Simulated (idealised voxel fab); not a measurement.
Process module in this document: voxel plated lines
It is cross-section cut that appears here, measuring 165 nm in width, its square cells being 5 nm in size.
Cross-section = grid of square cells, listed top down in bands; band = one or more rows.
For a band, the entry starts with two heights in nm, that of the top and then that of the bottom, and carries on with the band's materials in order from left to right, each alongside its width in nm; the word "throughout" beside a single material means it fills the band edge to edge, and "air" means empty space.
For the purposes of this specification, 0 denotes the height below which the wafer in its as-received condition is composed wholly of one material, and the lowermost band, lacking a lower limit, extends downward without end, as expressed in "top 0, no bottom".
The notation "30->40" denotes a width that varies across the rows of cells in the band, beginning at the first number in the top row, finishing at the second number in the bottom row, and changing by an identical amount from each row to the next.
The designation "no alteration", where it is given for a processing step, indicates that no cell of the cross-section was altered in the course of that step.
In "Enclosed void listing" the enclosed voids are listed, meaning empty spaces of 8 cells or larger without any opening to the top. The form is width x height at distance, distance from the left edge, units nm.
Step line, after settings: the simulator's comment on this step.
The line of a step may include "overlay nm". On a step with a mask, this value is how far to the right of its planned place the mask lay. A negative value means the mask lay to the left.
From here on the document is pairs. In a pair, the cross-section before one process step comes with the cross-section after it, and the latter goes no deeper than the lowest band that changed. What lies in between, the step and its settings, is written under the pair. A pair may be from a different run of this module on the same starting wafer than the pair above it, so it continues from that pair only where its entry headed "Cross-section, before" says so.

# Cross-section, before
> top 0, no bottom = Si throughout
> Enclosed void listing: none

# Step Result
> top 10, bottom 0 = Al2O3 throughout
> Heights below 0 show no change.
> Enclosed void listing: none
Here is the step that sits between the two cross-sections above: CONFORMAL_DEP with material Al2O3, thk nm 10

Cross-section, before: The pre-step condition corresponds to the post-step cross-section depicted in the pair directly above.

# Step Result
> top 15, bottom 10 = TiN throughout
> Heights below 10 show no change.
> Enclosed void listing: none
Here is the step that sits between the two cross-sections above: DIRECTIONAL_DEP with material TiN, thk nm 5

Cross-section, before: The pre-step condition corresponds to the post-step cross-section depicted in the pair directly above.

# Step Result
> top 50, bottom 15 = resist: 35 / air: 15 / resist: 25 / air: 15 / resist: 25 / air: 15 / resist: 35
> Heights below 15 show no change.
> Enclosed void listing: none
Here is the step that sits between the two cross-sections above: PATTERN with tone open, mask id LINES, material resist, width nm 15, pitch nm 40, thk nm 35, overlay nm 0

Cross-section, before: The pre-step condition corresponds to the post-step cross-section depicted in the pair directly above.

# Step Result
> top 50, bottom 20 = resist: 35 / air: 15 / resist: 25 / air: 15 / resist: 25 / air: 15 / resist: 35
> top 20, bottom 15 = resist: 35 / Ru: 15 / resist: 25 / Ru: 15 / resist: 25 / Ru: 15 / resist: 35
> Heights below 15 show no change.
> Enclosed void listing: none
Here is the step that sits between the two cross-sections above: EPI with material Ru, thk nm 5

Cross-section, before: The pre-step condition corresponds to the post-step cross-section depicted in the pair directly above.

# Step Result
> top 50, bottom 30 = resist: 35 / air: 15 / resist: 25 / air: 15 / resist: 25 / air: 15 / resist: 35
> top 30, bottom 15 = resist: 35 / Ru: 15 / resist: 25 / Ru: 15 / resist: 25 / Ru: 15 / resist: 35
> Heights below 15 show no change.
> Enclosed void listing: none
Here is the step that sits between the two cross-sections above: EPI with material Ru, thk nm 10

Cross-section, before: The pre-step condition corresponds to the post-step cross-section depicted in the pair directly above.

# Step Result
> top 50, bottom 40 = resist: 35 / air: 15 / resist: 25 / air: 15 / resist: 25 / air: 15 / resist: 35
> top 40, bottom 15 = resist: 35 / Ru: 15 / resist: 25 / Ru: 15 / resist: 25 / Ru: 15 / resist: 35
> Heights below 15 show no change.
> Enclosed void listing: none
Here is the step that sits between the two cross-sections above: EPI with material Ru, thk nm 10

Cross-section, before: The pre-step condition corresponds to the post-step cross-section depicted in the pair directly above.

# Step Result
> top 40, bottom 15 = air: 35 / Ru: 15 / air: 25 / Ru: 15 / air: 25 / Ru: 15 / air: 35
> Heights below 15 show no change.
> Enclosed void listing: none
Here is the step that sits between the two cross-sections above: STRIP with etch materials resist

Cross-section, before: The pre-step condition corresponds to the post-step cross-section depicted in the pair directly above.

# Step Result
> top 40, bottom 15 = air: 35 / Ru: 15 / air: 25 / Ru: 15 / air: 25 / Ru: 15 / air: 35
> top 15, bottom 10 = air: 35 / TiN: 15 / air: 25 / TiN: 15 / air: 25 / TiN: 15 / air: 35
> Heights below 10 show no change.
> Enclosed void listing: none
Here is the step that sits between the two cross-sections above: DIRECTIONAL_ETCH with etch materials TiN, depth nm 5

Cross-section, before: The pre-step condition corresponds to the post-step cross-section depicted in the pair directly above.

# Step Result
> top 50, bottom 40 = air: 25 / SiO2: 35 / air: 5 / SiO2: 35 / air: 5 / SiO2: 35 / air: 25
> top 40, bottom 20 = air: 25 / SiO2: 10 / Ru: 15 / SiO2: 10 / air: 5 / SiO2: 10 / Ru: 15 / SiO2: 10 / air: 5 / SiO2: 10 / Ru: 15 / SiO2: 10 / air: 25
> top 20, bottom 15 = SiO2: 35 / Ru: 15 / SiO2: 25 / Ru: 15 / SiO2: 25 / Ru: 15 / SiO2: 35
> top 15, bottom 10 = SiO2: 35 / TiN: 15 / SiO2: 25 / TiN: 15 / SiO2: 25 / TiN: 15 / SiO2: 35
> Heights below 10 show no change.
> Enclosed void listing: none
Here is the step that sits between the two cross-sections above: CONFORMAL_DEP with material SiO2, thk nm 10

# Cross-section, before
> top 50, bottom 30 = resist: 35 / air: 15 / resist: 25 / air: 15 / resist: 25 / air: 15 / resist: 35
> top 30, bottom 15 = resist: 35 / Ru: 15 / resist: 25 / Ru: 15 / resist: 25 / Ru: 15 / resist: 35
> top 15, bottom 10 = TiN throughout
> top 10, bottom 0 = Al2O3 throughout
> top 0, no bottom = Si throughout
> Enclosed void listing: none

# Step Result
> top 30, bottom 15 = air: 35 / Ru: 15 / air: 25 / Ru: 15 / air: 25 / Ru: 15 / air: 35
> Heights below 15 show no change.
> Enclosed void listing: none
Here is the step that sits between the two cross-sections above: STRIP with etch materials resist

Cross-section, before: The pre-step condition corresponds to the post-step cross-section depicted in the pair directly above.

# Step Result
> top 30, bottom 15 = air: 35 / Ru: 15 / air: 25 / Ru: 15 / air: 25 / Ru: 15 / air: 35
> top 15, bottom 10 = air: 35 / TiN: 15 / air: 25 / TiN: 15 / air: 25 / TiN: 15 / air: 35
> Heights below 10 show no change.
> Enclosed void listing: none
Here is the step that sits between the two cross-sections above: DIRECTIONAL_ETCH with etch materials TiN, depth nm 5

Cross-section, before: The pre-step condition corresponds to the post-step cross-section depicted in the pair directly above.

# Step Result
> top 40, bottom 30 = air: 25 / SiO2: 35 / air: 5 / SiO2: 35 / air: 5 / SiO2: 35 / air: 25
> top 30, bottom 20 = air: 25 / SiO2: 10 / Ru: 15 / SiO2: 10 / air: 5 / SiO2: 10 / Ru: 15 / SiO2: 10 / air: 5 / SiO2: 10 / Ru: 15 / SiO2: 10 / air: 25
> top 20, bottom 15 = SiO2: 35 / Ru: 15 / SiO2: 25 / Ru: 15 / SiO2: 25 / Ru: 15 / SiO2: 35
> top 15, bottom 10 = SiO2: 35 / TiN: 15 / SiO2: 25 / TiN: 15 / SiO2: 25 / TiN: 15 / SiO2: 35
> Heights below 10 show no change.
> Enclosed void listing: none
Here is the step that sits between the two cross-sections above: CONFORMAL_DEP with material SiO2, thk nm 10

# Cross-section, before
> top 50, bottom 40 = resist: 35 / air: 15 / resist: 25 / air: 15 / resist: 25 / air: 15 / resist: 35
> top 40, bottom 15 = resist: 35 / Ru: 15 / resist: 25 / Ru: 15 / resist: 25 / Ru: 15 / resist: 35
> top 15, bottom 10 = TiN throughout
> top 10, bottom 0 = Al2O3 throughout
> top 0, no bottom = Si throughout
> Enclosed void listing: none

# Step Result
> top 50, bottom 15 = resist: 35 / Ru: 15 / resist: 25 / Ru: 15 / resist: 25 / Ru: 15 / resist: 35
> Heights below 15 show no change.
> Enclosed void listing: none
Here is the step that sits between the two cross-sections above: EPI with material Ru, thk nm 10

Cross-section, before: The pre-step condition corresponds to the post-step cross-section depicted in the pair directly above.

# Step Result
> top 50, bottom 15 = air: 35 / Ru: 15 / air: 25 / Ru: 15 / air: 25 / Ru: 15 / air: 35
> Heights below 15 show no change.
> Enclosed void listing: none
Here is the step that sits between the two cross-sections above: STRIP with etch materials resist

Cross-section, before: The pre-step condition corresponds to the post-step cross-section depicted in the pair directly above.

# Step Result
> top 50, bottom 15 = air: 35 / Ru: 15 / air: 25 / Ru: 15 / air: 25 / Ru: 15 / air: 35
> top 15, bottom 10 = air: 35 / TiN: 15 / air: 25 / TiN: 15 / air: 25 / TiN: 15 / air: 35
> Heights below 10 show no change.
> Enclosed void listing: none
Here is the step that sits between the two cross-sections above: DIRECTIONAL_ETCH with etch materials TiN, depth nm 5

Cross-section, before: The pre-step condition corresponds to the post-step cross-section depicted in the pair directly above.

# Step Result
> top 60, bottom 50 = air: 25 / SiO2: 35 / air: 5 / SiO2: 35 / air: 5 / SiO2: 35 / air: 25
> top 50, bottom 20 = air: 25 / SiO2: 10 / Ru: 15 / SiO2: 10 / air: 5 / SiO2: 10 / Ru: 15 / SiO2: 10 / air: 5 / SiO2: 10 / Ru: 15 / SiO2: 10 / air: 25
> top 20, bottom 15 = SiO2: 35 / Ru: 15 / SiO2: 25 / Ru: 15 / SiO2: 25 / Ru: 15 / SiO2: 35
> top 15, bottom 10 = SiO2: 35 / TiN: 15 / SiO2: 25 / TiN: 15 / SiO2: 25 / TiN: 15 / SiO2: 35
> Heights below 10 show no change.
> Enclosed void listing: none
Here is the step that sits between the two cross-sections above: CONFORMAL_DEP with material SiO2, thk nm 10

# Cross-section, before
> top 30, bottom 15 = air: 35 / Ru: 15 / air: 25 / Ru: 15 / air: 25 / Ru: 15 / air: 35
> top 15, bottom 10 = TiN throughout
> top 10, bottom 0 = Al2O3 throughout
> top 0, no bottom = Si throughout
> Enclosed void listing: none

# Step Result
> top 40, bottom 25 = air: 25 / Ru: 35 / air: 5 / Ru: 35 / air: 5 / Ru: 35 / air: 25
> top 25, bottom 15 = Ru throughout
> Heights below 15 show no change.
> Enclosed void listing: none
Here is the step that sits between the two cross-sections above: EPI with material Ru, thk nm 10

Cross-section, before: The pre-step condition corresponds to the post-step cross-section depicted in the pair directly above.

# Step Result
> top 50, bottom 40 = air: 15 / SiO2: 135 / air: 15
> top 40, bottom 35 = air: 15 / SiO2: 10 / Ru: 35 / SiO2: 5 / Ru: 35 / SiO2: 5 / Ru: 35 / SiO2: 10 / air: 15
> top 35, bottom 25 = SiO2: 25 / Ru: 35 / SiO2: 5 / Ru: 35 / SiO2: 5 / Ru: 35 / SiO2: 25
> Heights below 25 show no change.
> Enclosed void listing: none
Here is the step that sits between the two cross-sections above: CONFORMAL_DEP with material SiO2, thk nm 10

# Cross-section, before
> top 10, bottom 0 = Al2O3 throughout
> top 0, no bottom = Si throughout
> Enclosed void listing: none

# Step Result
> top 25, bottom 10 = TiN throughout
> Heights below 10 show no change.
> Enclosed void listing: none
Here is the step that sits between the two cross-sections above: DIRECTIONAL_DEP with material TiN, thk nm 15

Cross-section, before: The pre-step condition corresponds to the post-step cross-section depicted in the pair directly above.

# Step Result
> top 60, bottom 25 = resist: 35 / air: 15 / resist: 25 / air: 15 / resist: 25 / air: 15 / resist: 35
> Heights below 25 show no change.
> Enclosed void listing: none
Here is the step that sits between the two cross-sections above: PATTERN with tone open, mask id LINES, material resist, width nm 15, pitch nm 40, thk nm 35, overlay nm 0

Cross-section, before: The pre-step condition corresponds to the post-step cross-section depicted in the pair directly above.

# Step Result
> top 60, bottom 30 = resist: 35 / air: 15 / resist: 25 / air: 15 / resist: 25 / air: 15 / resist: 35
> top 30, bottom 25 = resist: 35 / Ru: 15 / resist: 25 / Ru: 15 / resist: 25 / Ru: 15 / resist: 35
> Heights below 25 show no change.
> Enclosed void listing: none
Here is the step that sits between the two cross-sections above: EPI with material Ru, thk nm 5

Cross-section, before: The pre-step condition corresponds to the post-step cross-section depicted in the pair directly above.

# Step Result
> top 60, bottom 40 = resist: 35 / air: 15 / resist: 25 / air: 15 / resist: 25 / air: 15 / resist: 35
> top 40, bottom 25 = resist: 35 / Ru: 15 / resist: 25 / Ru: 15 / resist: 25 / Ru: 15 / resist: 35
> Heights below 25 show no change.
> Enclosed void listing: none
Here is the step that sits between the two cross-sections above: EPI with material Ru, thk nm 10

Cross-section, before: The pre-step condition corresponds to the post-step cross-section depicted in the pair directly above.

# Step Result
> top 60, bottom 50 = resist: 35 / air: 15 / resist: 25 / air: 15 / resist: 25 / air: 15 / resist: 35
> top 50, bottom 25 = resist: 35 / Ru: 15 / resist: 25 / Ru: 15 / resist: 25 / Ru: 15 / resist: 35
> Heights below 25 show no change.
> Enclosed void listing: none
Here is the step that sits between the two cross-sections above: EPI with material Ru, thk nm 10

Cross-section, before: The pre-step condition corresponds to the post-step cross-section depicted in the pair directly above.

# Step Result
> top 50, bottom 25 = air: 35 / Ru: 15 / air: 25 / Ru: 15 / air: 25 / Ru: 15 / air: 35
> Heights below 25 show no change.
> Enclosed void listing: none
Here is the step that sits between the two cross-sections above: STRIP with etch materials resist

Cross-section, before: The pre-step condition corresponds to the post-step cross-section depicted in the pair directly above.

# Step Result
> top 50, bottom 25 = air: 35 / Ru: 15 / air: 25 / Ru: 15 / air: 25 / Ru: 15 / air: 35
> top 25, bottom 20 = air: 35 / TiN: 15 / air: 25 / TiN: 15 / air: 25 / TiN: 15 / air: 35
> Heights below 20 show no change.
> Enclosed void listing: none
Here is the step that sits between the two cross-sections above: DIRECTIONAL_ETCH with etch materials TiN, depth nm 5

Cross-section, before: The pre-step condition corresponds to the post-step cross-section depicted in the pair directly above.

# Step Result
> top 60, bottom 50 = air: 25 / SiO2: 35 / air: 5 / SiO2: 35 / air: 5 / SiO2: 35 / air: 25
> top 50, bottom 30 = air: 25 / SiO2: 10 / Ru: 15 / SiO2: 10 / air: 5 / SiO2: 10 / Ru: 15 / SiO2: 10 / air: 5 / SiO2: 10 / Ru: 15 / SiO2: 10 / air: 25
> top 30, bottom 25 = SiO2: 35 / Ru: 15 / SiO2: 25 / Ru: 15 / SiO2: 25 / Ru: 15 / SiO2: 35
> top 25, bottom 20 = SiO2: 35 / TiN: 15 / SiO2: 25 / TiN: 15 / SiO2: 25 / TiN: 15 / SiO2: 35
> Heights below 20 show no change.
> Enclosed void listing: none
Here is the step that sits between the two cross-sections above: CONFORMAL_DEP with material SiO2, thk nm 10

# Cross-section, before
> top 15, bottom 10 = TiN throughout
> top 10, bottom 0 = Al2O3 throughout
> top 0, no bottom = Si throughout
> Enclosed void listing: none

# Step Result
> top 50, bottom 15 = resist: 35 / air: 20 / resist: 20 / air: 20 / resist: 20 / air: 20 / resist: 30
> Heights below 15 show no change.
> Enclosed void listing: none
Here is the step that sits between the two cross-sections above: PATTERN with tone open, mask id LINES, material resist, width nm 20, pitch nm 40, thk nm 35, overlay nm 0

Cross-section, before: The pre-step condition corresponds to the post-step cross-section depicted in the pair directly above.

# Step Result
> top 50, bottom 20 = resist: 35 / air: 20 / resist: 20 / air: 20 / resist: 20 / air: 20 / resist: 30
> top 20, bottom 15 = resist: 35 / Ru: 20 / resist: 20 / Ru: 20 / resist: 20 / Ru: 20 / resist: 30
> Heights below 15 show no change.
> Enclosed void listing: none
Here is the step that sits between the two cross-sections above: EPI with material Ru, thk nm 5

Cross-section, before: The pre-step condition corresponds to the post-step cross-section depicted in the pair directly above.

# Step Result
> top 50, bottom 30 = resist: 35 / air: 20 / resist: 20 / air: 20 / resist: 20 / air: 20 / resist: 30
> top 30, bottom 15 = resist: 35 / Ru: 20 / resist: 20 / Ru: 20 / resist: 20 / Ru: 20 / resist: 30
> Heights below 15 show no change.
> Enclosed void listing: none
Here is the step that sits between the two cross-sections above: EPI with material Ru, thk nm 10

Cross-section, before: The pre-step condition corresponds to the post-step cross-section depicted in the pair directly above.

# Step Result
> top 50, bottom 40 = resist: 35 / air: 20 / resist: 20 / air: 20 / resist: 20 / air: 20 / resist: 30
> top 40, bottom 15 = resist: 35 / Ru: 20 / resist: 20 / Ru: 20 / resist: 20 / Ru: 20 / resist: 30
> Heights below 15 show no change.
> Enclosed void listing: none
Here is the step that sits between the two cross-sections above: EPI with material Ru, thk nm 10

Cross-section, before: The pre-step condition corresponds to the post-step cross-section depicted in the pair directly above.

# Step Result
> top 40, bottom 15 = air: 35 / Ru: 20 / air: 20 / Ru: 20 / air: 20 / Ru: 20 / air: 30
> Heights below 15 show no change.
> Enclosed void listing: none
Here is the step that sits between the two cross-sections above: STRIP with etch materials resist

Cross-section, before: The pre-step condition corresponds to the post-step cross-section depicted in the pair directly above.

# Step Result
> top 40, bottom 15 = air: 35 / Ru: 20 / air: 20 / Ru: 20 / air: 20 / Ru: 20 / air: 30
> top 15, bottom 10 = air: 35 / TiN: 20 / air: 20 / TiN: 20 / air: 20 / TiN: 20 / air: 30
> Heights below 10 show no change.
> Enclosed void listing: none
Here is the step that sits between the two cross-sections above: DIRECTIONAL_ETCH with etch materials TiN, depth nm 5

Cross-section, before: The pre-step condition corresponds to the post-step cross-section depicted in the pair directly above.

# Step Result
> top 50, bottom 40 = air: 25 / SiO2: 120 / air: 20
> top 40, bottom 20 = air: 25 / SiO2: 10 / Ru: 20 / SiO2: 20 / Ru: 20 / SiO2: 20 / Ru: 20 / SiO2: 10 / air: 20
> top 20, bottom 15 = SiO2: 35 / Ru: 20 / SiO2: 20 / Ru: 20 / SiO2: 20 / Ru: 20 / SiO2: 30
> top 15, bottom 10 = SiO2: 35 / TiN: 20 / SiO2: 20 / TiN: 20 / SiO2: 20 / TiN: 20 / SiO2: 30
> Heights below 10 show no change.
> Enclosed void listing: none
Here is the step that sits between the two cross-sections above: CONFORMAL_DEP with material SiO2, thk nm 10

# Cross-section, before
> top 15, bottom 10 = TiN throughout
> top 10, bottom 0 = Al2O3 throughout
> top 0, no bottom = Si throughout
> Enclosed void listing: none

# Step Result
> top 50, bottom 15 = resist: 45 / air: 15 / resist: 25 / air: 15 / resist: 25 / air: 15 / resist: 25
> Heights below 15 show no change.
> Enclosed void listing: none
Here is the step that sits between the two cross-sections above: PATTERN with tone open, mask id LINES, material resist, width nm 15, pitch nm 40, thk nm 35, overlay nm 10

Cross-section, before: The pre-step condition corresponds to the post-step cross-section depicted in the pair directly above.

# Step Result
> top 50, bottom 20 = resist: 45 / air: 15 / resist: 25 / air: 15 / resist: 25 / air: 15 / resist: 25
> top 20, bottom 15 = resist: 45 / Ru: 15 / resist: 25 / Ru: 15 / resist: 25 / Ru: 15 / resist: 25
> Heights below 15 show no change.
> Enclosed void listing: none
Here is the step that sits between the two cross-sections above: EPI with material Ru, thk nm 5

Cross-section, before: The pre-step condition corresponds to the post-step cross-section depicted in the pair directly above.

# Step Result
> top 50, bottom 30 = resist: 45 / air: 15 / resist: 25 / air: 15 / resist: 25 / air: 15 / resist: 25
> top 30, bottom 15 = resist: 45 / Ru: 15 / resist: 25 / Ru: 15 / resist: 25 / Ru: 15 / resist: 25
> Heights below 15 show no change.
> Enclosed void listing: none
Here is the step that sits between the two cross-sections above: EPI with material Ru, thk nm 10

Cross-section, before: The pre-step condition corresponds to the post-step cross-section depicted in the pair directly above.

# Step Result
> top 50, bottom 40 = resist: 45 / air: 15 / resist: 25 / air: 15 / resist: 25 / air: 15 / resist: 25
> top 40, bottom 15 = resist: 45 / Ru: 15 / resist: 25 / Ru: 15 / resist: 25 / Ru: 15 / resist: 25
> Heights below 15 show no change.
> Enclosed void listing: none
Here is the step that sits between the two cross-sections above: EPI with material Ru, thk nm 10

Cross-section, before: The pre-step condition corresponds to the post-step cross-section depicted in the pair directly above.

# Step Result
> top 40, bottom 15 = air: 45 / Ru: 15 / air: 25 / Ru: 15 / air: 25 / Ru: 15 / air: 25
> Heights below 15 show no change.
> Enclosed void listing: none
Here is the step that sits between the two cross-sections above: STRIP with etch materials resist

Cross-section, before: The pre-step condition corresponds to the post-step cross-section depicted in the pair directly above.

# Step Result
> top 40, bottom 15 = air: 45 / Ru: 15 / air: 25 / Ru: 15 / air: 25 / Ru: 15 / air: 25
> top 15, bottom 10 = air: 45 / TiN: 15 / air: 25 / TiN: 15 / air: 25 / TiN: 15 / air: 25
> Heights below 10 show no change.
> Enclosed void listing: none
Here is the step that sits between the two cross-sections above: DIRECTIONAL_ETCH with etch materials TiN, depth nm 5

Cross-section, before: The pre-step condition corresponds to the post-step cross-section depicted in the pair directly above.

# Step Result
> top 50, bottom 40 = air: 35 / SiO2: 35 / air: 5 / SiO2: 35 / air: 5 / SiO2: 35 / air: 15
> top 40, bottom 20 = air: 35 / SiO2: 10 / Ru: 15 / SiO2: 10 / air: 5 / SiO2: 10 / Ru: 15 / SiO2: 10 / air: 5 / SiO2: 10 / Ru: 15 / SiO2: 10 / air: 15
> top 20, bottom 15 = SiO2: 45 / Ru: 15 / SiO2: 25 / Ru: 15 / SiO2: 25 / Ru: 15 / SiO2: 25
> top 15, bottom 10 = SiO2: 45 / TiN: 15 / SiO2: 25 / TiN: 15 / SiO2: 25 / TiN: 15 / SiO2: 25
> Heights below 10 show no change.
> Enclosed void listing: none
Here is the step that sits between the two cross-sections above: CONFORMAL_DEP with material SiO2, thk nm 10

# Cross-section, before
> top 40, bottom 15 = air: 35 / Ru: 15 / air: 25 / Ru: 15 / air: 25 / Ru: 15 / air: 35
> top 15, bottom 10 = air: 35 / TiN: 15 / air: 25 / TiN: 15 / air: 25 / TiN: 15 / air: 35
> top 10, bottom 0 = Al2O3 throughout
> top 0, no bottom = Si throughout
> Enclosed void listing: none

# Step Result
> top 50, bottom 40 = air: 25 / TiN: 35 / air: 5 / TiN: 35 / air: 5 / TiN: 35 / air: 25
> top 40, bottom 20 = air: 25 / TiN: 10 / Ru: 15 / TiN: 10 / air: 5 / TiN: 10 / Ru: 15 / TiN: 10 / air: 5 / TiN: 10 / Ru: 15 / TiN: 10 / air: 25
> top 20, bottom 15 = TiN: 35 / Ru: 15 / TiN: 25 / Ru: 15 / TiN: 25 / Ru: 15 / TiN: 35
> top 15, bottom 10 = TiN throughout
> Heights below 10 show no change.
> Enclosed void listing: none
Here is the step that sits between the two cross-sections above: CONFORMAL_DEP with material TiN, thk nm 10

# Cross-section, before
> top 15, bottom 10 = TiN throughout
> top 10, bottom 0 = Al2O3 throughout
> top 0, no bottom = Si throughout
> Enclosed void listing: none

# Step Result
> top 50, bottom 15 = air: 35 / resist: 15 / air: 25 / resist: 15 / air: 25 / resist: 15 / air: 35
> Heights below 15 show no change.
> Enclosed void listing: none
Here is the step that sits between the two cross-sections above: PATTERN with tone cover, mask id LINES, material resist, width nm 15, pitch nm 40, thk nm 35, overlay nm 0

Cross-section, before: The pre-step condition corresponds to the post-step cross-section depicted in the pair directly above.

# Step Result
> top 50, bottom 20 = air: 35 / resist: 15 / air: 25 / resist: 15 / air: 25 / resist: 15 / air: 35
> top 20, bottom 15 = Ru: 35 / resist: 15 / Ru: 25 / resist: 15 / Ru: 25 / resist: 15 / Ru: 35
> Heights below 15 show no change.
> Enclosed void listing: none
Here is the step that sits between the two cross-sections above: EPI with material Ru, thk nm 5

Cross-section, before: The pre-step condition corresponds to the post-step cross-section depicted in the pair directly above.

# Step Result
> top 50, bottom 30 = air: 35 / resist: 15 / air: 25 / resist: 15 / air: 25 / resist: 15 / air: 35
> top 30, bottom 15 = Ru: 35 / resist: 15 / Ru: 25 / resist: 15 / Ru: 25 / resist: 15 / Ru: 35
> Heights below 15 show no change.
> Enclosed void listing: none
Here is the step that sits between the two cross-sections above: EPI with material Ru, thk nm 10

Cross-section, before: The pre-step condition corresponds to the post-step cross-section depicted in the pair directly above.

# Step Result
> top 50, bottom 40 = air: 35 / resist: 15 / air: 25 / resist: 15 / air: 25 / resist: 15 / air: 35
> top 40, bottom 15 = Ru: 35 / resist: 15 / Ru: 25 / resist: 15 / Ru: 25 / resist: 15 / Ru: 35
> Heights below 15 show no change.
> Enclosed void listing: none
Here is the step that sits between the two cross-sections above: EPI with material Ru, thk nm 10

Cross-section, before: The pre-step condition corresponds to the post-step cross-section depicted in the pair directly above.

# Step Result
> top 40, bottom 15 = Ru: 35 / air: 15 / Ru: 25 / air: 15 / Ru: 25 / air: 15 / Ru: 35
> Heights below 15 show no change.
> Enclosed void listing: none
Here is the step that sits between the two cross-sections above: STRIP with etch materials resist

Cross-section, before: The pre-step condition corresponds to the post-step cross-section depicted in the pair directly above.

# Step Result
> top 40, bottom 15 = Ru: 35 / air: 15 / Ru: 25 / air: 15 / Ru: 25 / air: 15 / Ru: 35
> top 15, bottom 10 = TiN: 35 / air: 15 / TiN: 25 / air: 15 / TiN: 25 / air: 15 / TiN: 35
> Heights below 10 show no change.
> Enclosed void listing: none
Here is the step that sits between the two cross-sections above: DIRECTIONAL_ETCH with etch materials TiN, depth nm 5

Cross-section, before: The pre-step condition corresponds to the post-step cross-section depicted in the pair directly above.

# Step Result
> top 50, bottom 40 = SiO2 throughout
> top 40, bottom 15 = Ru: 35 / SiO2: 15 / Ru: 25 / SiO2: 15 / Ru: 25 / SiO2: 15 / Ru: 35
> top 15, bottom 10 = TiN: 35 / SiO2: 15 / TiN: 25 / SiO2: 15 / TiN: 25 / SiO2: 15 / TiN: 35
> Heights below 10 show no change.
> Enclosed void listing: none
Here is the step that sits between the two cross-sections above: CONFORMAL_DEP with material SiO2, thk nm 10
